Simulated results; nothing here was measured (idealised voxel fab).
process module | voxel transistor to metal
cross-section cut | 145 nm wide | cells 5 nm
A cross-section is a grid of square cells, given in bands from the top down. A band is one or more rows of cells.
Each band's line starts with the height of the band's top and of its bottom, in nm. Then come its materials from left to right, each with its width in nm. One material with "throughout" fills the band from edge to edge. "air" is empty space.
Height 0 is the level under which the wafer as received is all one material. The lowest band goes on downwards, as in "0 down".
A width such as "30 to 40" changes by the same amount from each row of cells to the next, from the band's top row to its bottom row.
"no change" after a step means that no cell of the cross-section changed.
closed voids: empty space of 8 cells or more with no open way to the top, each as width x height at its distance from the left edge, in nm
after a step's settings: what the simulator itself notes on the step
overlay nm, on a step with a mask: how far to the right of its planned place the mask lay; to the left if negative
plan
1 op RECEIVE | material Si
2 op OXIDIZE | depth nm 5
3 op CONFORMAL_DEP | material SiN | thk nm 10
4 op MASKED_ETCH | tone cover | mask id ACTIVE | width nm 95 | etch materials SiN | depth nm 10 | overlay nm 0
5 op MASKED_ETCH | tone cover | mask id ACTIVE | width nm 95 | etch materials SiO2 | depth nm 5 | overlay nm 0
6 op MASKED_ETCH | tone cover | mask id ACTIVE | width nm 95 | etch materials Si | depth nm 20 | overlay nm 0
7 op FILL_DEP | material SiO2 | thk nm 10
8 op CMP | height nm 10
9 op SELECTIVE_ETCH | etch materials SiO2 | depth nm 5
10 op STRIP | etch materials SiN
11 op SELECTIVE_ETCH | etch materials SiO2 | depth nm 5
12 op OXIDIZE | depth nm 5
13 op DIRECTIONAL_DEP | material polySi | thk nm 25
14 op DIRECTIONAL_DEP | material SiCN | thk nm 10
15 op MASKED_ETCH | tone cover | mask id GATE | width nm 25 | etch materials SiCN | depth nm 20 | overlay nm 0
16 op MASKED_ETCH | tone cover | mask id GATE | width nm 25 | etch materials polySi | depth nm 35 | overlay nm 0
17 op CONFORMAL_DEP | material SiN | thk nm 10
18 op DIRECTIONAL_ETCH | etch materials SiN | depth nm 10
19 op DIRECTIONAL_ETCH | etch materials SiO2 | depth nm 5
20 op DIRECTIONAL_ETCH | etch materials Si | depth nm 15
21 op EPI | material SiGe | thk nm 20
22 op FILL_DEP | material SiO2 | thk nm 10
23 op CMP | height nm 30
24 op DIRECTIONAL_DEP | material SiO2 | thk nm 15
25 op DIRECTIONAL_DEP | material aC | thk nm 15
26 op PATTERN | tone open | mask id CONTACT | material resist | width nm 25 | pitch nm 60 | thk nm 30 | overlay nm 0
27 op DIRECTIONAL_ETCH | etch materials aC | depth nm 15
28 op STRIP | etch materials resist
29 op DIRECTIONAL_ETCH | etch materials SiO2 | depth nm 35
30 op STRIP | etch materials aC
31 op CONFORMAL_DEP | material TiN | thk nm 5
32 op FILL_DEP | material Ru | thk nm 5
33 op CMP | height nm 45
34 op CONFORMAL_DEP | material SiN | thk nm 5
35 op DIRECTIONAL_DEP | material SiO2 | thk nm 20
36 op PATTERN | tone open | mask id METAL_1 | material resist | width nm 15 | pitch nm 70 | thk nm 15 | overlay nm 0
37 op DIRECTIONAL_ETCH | etch materials SiO2 | depth nm 20
38 op DIRECTIONAL_ETCH | etch materials SiN | depth nm 5
39 op STRIP | etch materials resist
40 op CONFORMAL_DEP | material TiN | thk nm 5
41 op FILL_DEP | material W | thk nm 5
42 op CMP | height nm 70
43 op CONFORMAL_DEP | material SiCN | thk nm 5
first wafer, as planned
as received, after step 1
  0 down: Si throughout
  closed voids: none
after step 2
  0 to -5: SiO2 throughout
  below -5: unchanged
after step 3
  10 to 0: SiN throughout
  below 0: unchanged
after step 4
  10 to 0: air 25 | SiN 95 | air 25
  below 0: unchanged
after step 5
  10 to 0: air 25 | SiN 95 | air 25
  0 to -5: air 25 | SiO2 95 | air 25
  below -5: unchanged
after step 6
  10 to 0: air 25 | SiN 95 | air 25
  0 to -5: air 25 | SiO2 95 | air 25
  -5 to -25: air 25 | Si 95 | air 25
  below -25: unchanged
after step 7
  20 to 10: SiO2 throughout
  10 to 0: SiO2 25 | SiN 95 | SiO2 25
  0 to -5: SiO2 throughout
  -5 to -25: SiO2 25 | Si 95 | SiO2 25
  below -25: unchanged
after step 8
  10 to 0: SiO2 25 | SiN 95 | SiO2 25
  below 0: unchanged
after step 9
  10 to 5: air 25 | SiN 95 | air 25
  below 5: unchanged
after step 10
  5 to 0: SiO2 25 | air 95 | SiO2 25
  below 0: unchanged
after step 11
  0 to -5: SiO2 20 | air 105 | SiO2 20
  below -5: unchanged
after step 12
  0 to -5: SiO2 20 | air 105 | SiO2 20
  -5 to -10: SiO2 throughout
  below -10: unchanged
after step 13
  25 to 20: polySi 20 | air 105 | polySi 20
  20 to 0: polySi throughout
  0 to -5: SiO2 20 | polySi 105 | SiO2 20
  below -5: unchanged
after step 14
  35 to 30: SiCN 20 | air 105 | SiCN 20
  30 to 25: SiCN throughout
  25 to 20: polySi 20 | SiCN 105 | polySi 20
  below 20: unchanged
after step 15
  30 to 25: air 60 | SiCN 25 | air 60
  25 to 20: polySi 20 | air 40 | SiCN 25 | air 40 | polySi 20
  below 20: unchanged
after step 16
  30 to 20: air 60 | SiCN 25 | air 60
  20 to 0: air 60 | polySi 25 | air 60
  0 to -5: SiO2 20 | air 40 | polySi 25 | air 40 | SiO2 20
  below -5: unchanged
after step 17
  40 to 30: air 50 | SiN 45 | air 50
  30 to 20: air 50 | SiN 10 | SiCN 25 | SiN 10 | air 50
  20 to 10: air 50 | SiN 10 | polySi 25 | SiN 10 | air 50
  10 to 5: SiN 30 | air 20 | SiN 10 | polySi 25 | SiN 10 | air 20 | SiN 30
  5 to 0: SiN 60 | polySi 25 | SiN 60
  0 to -5: SiO2 20 | SiN 40 | polySi 25 | SiN 40 | SiO2 20
  below -5: unchanged
after step 18
  30 to 20: air 50 | SiN 10 | SiCN 25 | SiN 10 | air 50
  20 to 0: air 50 | SiN 10 | polySi 25 | SiN 10 | air 50
  0 to -5: SiO2 20 | SiN 10 | air 20 | SiN 10 | polySi 25 | SiN 10 | air 20 | SiN 10 | SiO2 20
  below -5: unchanged
after step 19
  30 to 20: air 50 | SiN 10 | SiCN 25 | SiN 10 | air 50
  20 to 0: air 50 | SiN 10 | polySi 25 | SiN 10 | air 50
  0 to -5: air 20 | SiN 10 | air 20 | SiN 10 | polySi 25 | SiN 10 | air 20 | SiN 10 | air 20
  -5 to -10: SiO2 30 | air 20 | SiO2 45 | air 20 | SiO2 30
  below -10: unchanged
after step 20
  30 to 20: air 50 | SiN 10 | SiCN 25 | SiN 10 | air 50
  20 to 0: air 50 | SiN 10 | polySi 25 | SiN 10 | air 50
  0 to -5: air 20 | SiN 10 | air 20 | SiN 10 | polySi 25 | SiN 10 | air 20 | SiN 10 | air 20
  -5 to -10: SiO2 30 | air 20 | SiO2 45 | air 20 | SiO2 30
  -10 to -25: SiO2 25 | Si 5 | air 20 | Si 45 | air 20 | Si 5 | SiO2 25
  below -25: unchanged
after step 21
  30 to 20: air 50 | SiN 10 | SiCN 25 | SiN 10 | air 50
  20 to 10: air 50 | SiN 10 | polySi 25 | SiN 10 | air 50
  10 to 0: air 20 | SiGe 30 | SiN 10 | polySi 25 | SiN 10 | SiGe 30 | air 20
  0 to -5: air 20 | SiN 10 | SiGe 20 | SiN 10 | polySi 25 | SiN 10 | SiGe 20 | SiN 10 | air 20
  -5 to -10: SiO2 30 | SiGe 20 | SiO2 45 | SiGe 20 | SiO2 30
  -10 to -25: SiO2 25 | Si 5 | SiGe 20 | Si 45 | SiGe 20 | Si 5 | SiO2 25
  below -25: unchanged
after step 22
  40 to 30: SiO2 throughout
  30 to 20: SiO2 50 | SiN 10 | SiCN 25 | SiN 10 | SiO2 50
  20 to 10: SiO2 50 | SiN 10 | polySi 25 | SiN 10 | SiO2 50
  10 to 0: SiO2 20 | SiGe 30 | SiN 10 | polySi 25 | SiN 10 | SiGe 30 | SiO2 20
  0 to -5: SiO2 20 | SiN 10 | SiGe 20 | SiN 10 | polySi 25 | SiN 10 | SiGe 20 | SiN 10 | SiO2 20
  below -5: unchanged
after step 23
  30 to 20: SiO2 50 | SiN 10 | SiCN 25 | SiN 10 | SiO2 50
  below 20: unchanged
after step 24
  45 to 30: SiO2 throughout
  below 30: unchanged
after step 25
  60 to 45: aC throughout
  below 45: unchanged
after step 26
  90 to 60: resist 30 | air 25 | resist 35 | air 25 | resist 30
  below 60: unchanged
after step 27
  75 to 60: resist 30 | air 25 | resist 35 | air 25 | resist 30
  60 to 45: aC 30 | air 25 | aC 35 | air 25 | aC 30
  below 45: unchanged
after step 28
  60 to 45: aC 30 | air 25 | aC 35 | air 25 | aC 30
  below 45: unchanged
after step 29
  60 to 45: aC 30 | air 25 | aC 35 | air 25 | aC 30
  45 to 30: SiO2 30 | air 25 | SiO2 35 | air 25 | SiO2 30
  30 to 20: SiO2 30 | air 20 | SiN 10 | SiCN 25 | SiN 10 | air 20 | SiO2 30
  20 to 10: SiO2 30 | air 20 | SiN 10 | polySi 25 | SiN 10 | air 20 | SiO2 30
  below 10: unchanged
after step 30
  45 to 30: SiO2 30 | air 25 | SiO2 35 | air 25 | SiO2 30
  below 30: unchanged
after step 31
  50 to 45: TiN 35 | air 15 | TiN 45 | air 15 | TiN 35
  45 to 35: SiO2 30 | TiN 5 | air 15 | TiN 5 | SiO2 35 | TiN 5 | air 15 | TiN 5 | SiO2 30
  35 to 30: SiO2 30 | TiN 5 | air 10 | TiN 10 | SiO2 35 | TiN 10 | air 10 | TiN 5 | SiO2 30
  30 to 20: SiO2 30 | TiN 5 | air 10 | TiN 5 | SiN 10 | SiCN 25 | SiN 10 | TiN 5 | air 10 | TiN 5 | SiO2 30
  20 to 15: SiO2 30 | TiN 5 | air 10 | TiN 5 | SiN 10 | polySi 25 | SiN 10 | TiN 5 | air 10 | TiN 5 | SiO2 30
  15 to 10: SiO2 30 | TiN 20 | SiN 10 | polySi 25 | SiN 10 | TiN 20 | SiO2 30
  below 10: unchanged
after step 32
  55 to 50: Ru throughout
  50 to 45: TiN 35 | Ru 15 | TiN 45 | Ru 15 | TiN 35
  45 to 35: SiO2 30 | TiN 5 | Ru 15 | TiN 5 | SiO2 35 | TiN 5 | Ru 15 | TiN 5 | SiO2 30
  35 to 30: SiO2 30 | TiN 5 | Ru 10 | TiN 10 | SiO2 35 | TiN 10 | Ru 10 | TiN 5 | SiO2 30
  30 to 20: SiO2 30 | TiN 5 | Ru 10 | TiN 5 | SiN 10 | SiCN 25 | SiN 10 | TiN 5 | Ru 10 | TiN 5 | SiO2 30
  20 to 15: SiO2 30 | TiN 5 | Ru 10 | TiN 5 | SiN 10 | polySi 25 | SiN 10 | TiN 5 | Ru 10 | TiN 5 | SiO2 30
  below 15: unchanged
after step 33
  45 to 35: SiO2 30 | TiN 5 | Ru 15 | TiN 5 | SiO2 35 | TiN 5 | Ru 15 | TiN 5 | SiO2 30
  below 35: unchanged
after step 34
  50 to 45: SiN throughout
  below 45: unchanged
after step 35
  70 to 50: SiO2 throughout
  below 50: unchanged
after step 36
  85 to 70: resist 30 | air 15 | resist 55 | air 15 | resist 30
  below 70: unchanged
after step 37
  85 to 70: resist 30 | air 15 | resist 55 | air 15 | resist 30
  70 to 50: SiO2 30 | air 15 | SiO2 55 | air 15 | SiO2 30
  below 50: unchanged
after step 38
  85 to 70: resist 30 | air 15 | resist 55 | air 15 | resist 30
  70 to 50: SiO2 30 | air 15 | SiO2 55 | air 15 | SiO2 30
  50 to 45: SiN 30 | air 15 | SiN 55 | air 15 | SiN 30
  below 45: unchanged
after step 39
  70 to 50: SiO2 30 | air 15 | SiO2 55 | air 15 | SiO2 30
  below 50: unchanged
after step 40
  75 to 70: TiN 35 | air 5 | TiN 65 | air 5 | TiN 35
  70 to 50: SiO2 30 | TiN 5 | air 5 | TiN 5 | SiO2 55 | TiN 5 | air 5 | TiN 5 | SiO2 30
  50 to 45: SiN 30 | TiN 15 | SiN 55 | TiN 15 | SiN 30
  below 45: unchanged
after step 41
  80 to 75: W throughout
  75 to 70: TiN 35 | W 5 | TiN 65 | W 5 | TiN 35
  70 to 50: SiO2 30 | TiN 5 | W 5 | TiN 5 | SiO2 55 | TiN 5 | W 5 | TiN 5 | SiO2 30
  below 50: unchanged
after step 42
  70 to 50: SiO2 30 | TiN 5 | W 5 | TiN 5 | SiO2 55 | TiN 5 | W 5 | TiN 5 | SiO2 30
  below 50: unchanged
after step 43
  75 to 70: SiCN throughout
  below 70: unchanged
second wafer: like start, like plan, one mistake. Through step 5 it matches the first wafer
when step 6 should have ended
  10 to 0: air 25 | SiN 95 | air 25
  0 to -5: air 25 | SiO2 95 | air 25
  -5 to -15: air 25 | Si 95 | air 25
  below -15: unchanged
when step 7 should have ended
  20 to 10: SiO2 throughout
  10 to 0: SiO2 25 | SiN 95 | SiO2 25
  0 to -5: SiO2 throughout
  -5 to -15: SiO2 25 | Si 95 | SiO2 25
  below -15: unchanged
when step 8 should have ended
  10 to 0: SiO2 25 | SiN 95 | SiO2 25
  below 0: unchanged
when step 9 should have ended
  10 to 5: air 25 | SiN 95 | air 25
  below 5: unchanged
when step 10 should have ended
  5 to 0: SiO2 25 | air 95 | SiO2 25
  below 0: unchanged
when step 11 should have ended
  0 to -5: SiO2 20 | air 105 | SiO2 20
  below -5: unchanged
when step 12 should have ended
  0 to -5: SiO2 20 | air 105 | SiO2 20
  -5 to -10: SiO2 throughout
  below -10: unchanged
when step 13 should have ended
  25 to 20: polySi 20 | air 105 | polySi 20
  20 to 0: polySi throughout
  0 to -5: SiO2 20 | polySi 105 | SiO2 20
  below -5: unchanged
when step 14 should have ended
  35 to 30: SiCN 20 | air 105 | SiCN 20
  30 to 25: SiCN throughout
  25 to 20: polySi 20 | SiCN 105 | polySi 20
  below 20: unchanged
when step 15 should have ended
  30 to 25: air 60 | SiCN 25 | air 60
  25 to 20: polySi 20 | air 40 | SiCN 25 | air 40 | polySi 20
  below 20: unchanged
when step 16 should have ended
  30 to 20: air 60 | SiCN 25 | air 60
  20 to 0: air 60 | polySi 25 | air 60
  0 to -5: SiO2 20 | air 40 | polySi 25 | air 40 | SiO2 20
  below -5: unchanged
when step 17 should have ended
  40 to 30: air 50 | SiN 45 | air 50
  30 to 20: air 50 | SiN 10 | SiCN 25 | SiN 10 | air 50
  20 to 10: air 50 | SiN 10 | polySi 25 | SiN 10 | air 50
  10 to 5: SiN 30 | air 20 | SiN 10 | polySi 25 | SiN 10 | air 20 | SiN 30
  5 to 0: SiN 60 | polySi 25 | SiN 60
  0 to -5: SiO2 20 | SiN 40 | polySi 25 | SiN 40 | SiO2 20
  below -5: unchanged
when step 18 should have ended
  30 to 20: air 50 | SiN 10 | SiCN 25 | SiN 10 | air 50
  20 to 0: air 50 | SiN 10 | polySi 25 | SiN 10 | air 50
  0 to -5: SiO2 20 | SiN 10 | air 20 | SiN 10 | polySi 25 | SiN 10 | air 20 | SiN 10 | SiO2 20
  below -5: unchanged
when step 19 should have ended
  30 to 20: air 50 | SiN 10 | SiCN 25 | SiN 10 | air 50
  20 to 0: air 50 | SiN 10 | polySi 25 | SiN 10 | air 50
  0 to -5: air 20 | SiN 10 | air 20 | SiN 10 | polySi 25 | SiN 10 | air 20 | SiN 10 | air 20
  -5 to -10: SiO2 30 | air 20 | SiO2 45 | air 20 | SiO2 30
  below -10: unchanged
when step 20 should have ended
  30 to 20: air 50 | SiN 10 | SiCN 25 | SiN 10 | air 50
  20 to 0: air 50 | SiN 10 | polySi 25 | SiN 10 | air 50
  0 to -5: air 20 | SiN 10 | air 20 | SiN 10 | polySi 25 | SiN 10 | air 20 | SiN 10 | air 20
  -5 to -10: SiO2 30 | air 20 | SiO2 45 | air 20 | SiO2 30
  -10 to -15: SiO2 25 | Si 5 | air 20 | Si 45 | air 20 | Si 5 | SiO2 25
  -15 to -25: Si 30 | air 20 | Si 45 | air 20 | Si 30
  below -25: unchanged
when step 21 should have ended
  30 to 20: air 50 | SiN 10 | SiCN 25 | SiN 10 | air 50
  20 to 10: air 50 | SiN 10 | polySi 25 | SiN 10 | air 50
  10 to 0: air 20 | SiGe 30 | SiN 10 | polySi 25 | SiN 10 | SiGe 30 | air 20
  0 to -5: air 20 | SiN 10 | SiGe 20 | SiN 10 | polySi 25 | SiN 10 | SiGe 20 | SiN 10 | air 20
  -5 to -10: SiO2 30 | SiGe 20 | SiO2 45 | SiGe 20 | SiO2 30
  -10 to -15: SiO2 25 | Si 5 | SiGe 20 | Si 45 | SiGe 20 | Si 5 | SiO2 25
  -15 to -25: Si 30 | SiGe 20 | Si 45 | SiGe 20 | Si 30
  below -25: unchanged
when step 22 should have ended
  40 to 30: SiO2 throughout
  30 to 20: SiO2 50 | SiN 10 | SiCN 25 | SiN 10 | SiO2 50
  20 to 10: SiO2 50 | SiN 10 | polySi 25 | SiN 10 | SiO2 50
  10 to 0: SiO2 20 | SiGe 30 | SiN 10 | polySi 25 | SiN 10 | SiGe 30 | SiO2 20
  0 to -5: SiO2 20 | SiN 10 | SiGe 20 | SiN 10 | polySi 25 | SiN 10 | SiGe 20 | SiN 10 | SiO2 20
  below -5: unchanged
when step 23 should have ended
  30 to 20: SiO2 50 | SiN 10 | SiCN 25 | SiN 10 | SiO2 50
  below 20: unchanged
when step 24 should have ended
  45 to 30: SiO2 throughout
  below 30: unchanged
when step 25 should have ended
  60 to 45: aC throughout
  below 45: unchanged
when step 26 should have ended
  90 to 60: resist 30 | air 25 | resist 35 | air 25 | resist 30
  below 60: unchanged
when step 27 should have ended
  75 to 60: resist 30 | air 25 | resist 35 | air 25 | resist 30
  60 to 45: aC 30 | air 25 | aC 35 | air 25 | aC 30
  below 45: unchanged
when step 28 should have ended
  60 to 45: aC 30 | air 25 | aC 35 | air 25 | aC 30
  below 45: unchanged
when step 29 should have ended
  60 to 45: aC 30 | air 25 | aC 35 | air 25 | aC 30
  45 to 30: SiO2 30 | air 25 | SiO2 35 | air 25 | SiO2 30
  30 to 20: SiO2 30 | air 20 | SiN 10 | SiCN 25 | SiN 10 | air 20 | SiO2 30
  20 to 10: SiO2 30 | air 20 | SiN 10 | polySi 25 | SiN 10 | air 20 | SiO2 30
  below 10: unchanged
when step 30 should have ended
  45 to 30: SiO2 30 | air 25 | SiO2 35 | air 25 | SiO2 30
  below 30: unchanged
when step 31 should have ended
  50 to 45: TiN 35 | air 15 | TiN 45 | air 15 | TiN 35
  45 to 35: SiO2 30 | TiN 5 | air 15 | TiN 5 | SiO2 35 | TiN 5 | air 15 | TiN 5 | SiO2 30
  35 to 30: SiO2 30 | TiN 5 | air 10 | TiN 10 | SiO2 35 | TiN 10 | air 10 | TiN 5 | SiO2 30
  30 to 20: SiO2 30 | TiN 5 | air 10 | TiN 5 | SiN 10 | SiCN 25 | SiN 10 | TiN 5 | air 10 | TiN 5 | SiO2 30
  20 to 15: SiO2 30 | TiN 5 | air 10 | TiN 5 | SiN 10 | polySi 25 | SiN 10 | TiN 5 | air 10 | TiN 5 | SiO2 30
  15 to 10: SiO2 30 | TiN 20 | SiN 10 | polySi 25 | SiN 10 | TiN 20 | SiO2 30
  below 10: unchanged
when step 32 should have ended
  55 to 50: Ru throughout
  50 to 45: TiN 35 | Ru 15 | TiN 45 | Ru 15 | TiN 35
  45 to 35: SiO2 30 | TiN 5 | Ru 15 | TiN 5 | SiO2 35 | TiN 5 | Ru 15 | TiN 5 | SiO2 30
  35 to 30: SiO2 30 | TiN 5 | Ru 10 | TiN 10 | SiO2 35 | TiN 10 | Ru 10 | TiN 5 | SiO2 30
  30 to 20: SiO2 30 | TiN 5 | Ru 10 | TiN 5 | SiN 10 | SiCN 25 | SiN 10 | TiN 5 | Ru 10 | TiN 5 | SiO2 30
  20 to 15: SiO2 30 | TiN 5 | Ru 10 | TiN 5 | SiN 10 | polySi 25 | SiN 10 | TiN 5 | Ru 10 | TiN 5 | SiO2 30
  below 15: unchanged
when step 33 should have ended
  45 to 35: SiO2 30 | TiN 5 | Ru 15 | TiN 5 | SiO2 35 | TiN 5 | Ru 15 | TiN 5 | SiO2 30
  below 35: unchanged
when step 34 should have ended
  50 to 45: SiN throughout
  below 45: unchanged
when step 35 should have ended
  70 to 50: SiO2 throughout
  below 50: unchanged
when step 36 should have ended
  85 to 70: resist 30 | air 15 | resist 55 | air 15 | resist 30
  below 70: unchanged
when step 37 should have ended
  85 to 70: resist 30 | air 15 | resist 55 | air 15 | resist 30
  70 to 50: SiO2 30 | air 15 | SiO2 55 | air 15 | SiO2 30
  below 50: unchanged
when step 38 should have ended
  85 to 70: resist 30 | air 15 | resist 55 | air 15 | resist 30
  70 to 50: SiO2 30 | air 15 | SiO2 55 | air 15 | SiO2 30
  50 to 45: SiN 30 | air 15 | SiN 55 | air 15 | SiN 30
  below 45: unchanged
when step 39 should have ended
  70 to 50: SiO2 30 | air 15 | SiO2 55 | air 15 | SiO2 30
  below 50: unchanged
when step 40 should have ended
  75 to 70: TiN 35 | air 5 | TiN 65 | air 5 | TiN 35
  70 to 50: SiO2 30 | TiN 5 | air 5 | TiN 5 | SiO2 55 | TiN 5 | air 5 | TiN 5 | SiO2 30
  50 to 45: SiN 30 | TiN 15 | SiN 55 | TiN 15 | SiN 30
  below 45: unchanged
when step 41 should have ended
  80 to 75: W throughout
  75 to 70: TiN 35 | W 5 | TiN 65 | W 5 | TiN 35
  70 to 50: SiO2 30 | TiN 5 | W 5 | TiN 5 | SiO2 55 | TiN 5 | W 5 | TiN 5 | SiO2 30
  below 50: unchanged
when step 42 should have ended
  70 to 50: SiO2 30 | TiN 5 | W 5 | TiN 5 | SiO2 55 | TiN 5 | W 5 | TiN 5 | SiO2 30
  below 50: unchanged
when step 43 should have ended
  75 to 70: SiCN throughout
  below 70: unchanged
what went wrong: step 6 ran as: op MASKED_ETCH | tone cover | mask id ACTIVE | width nm 95 | etch materials Si | depth nm 10 | overlay nm 0
at the end the second wafer has, in cells: 20 more of Si | 20 fewer of SiO2
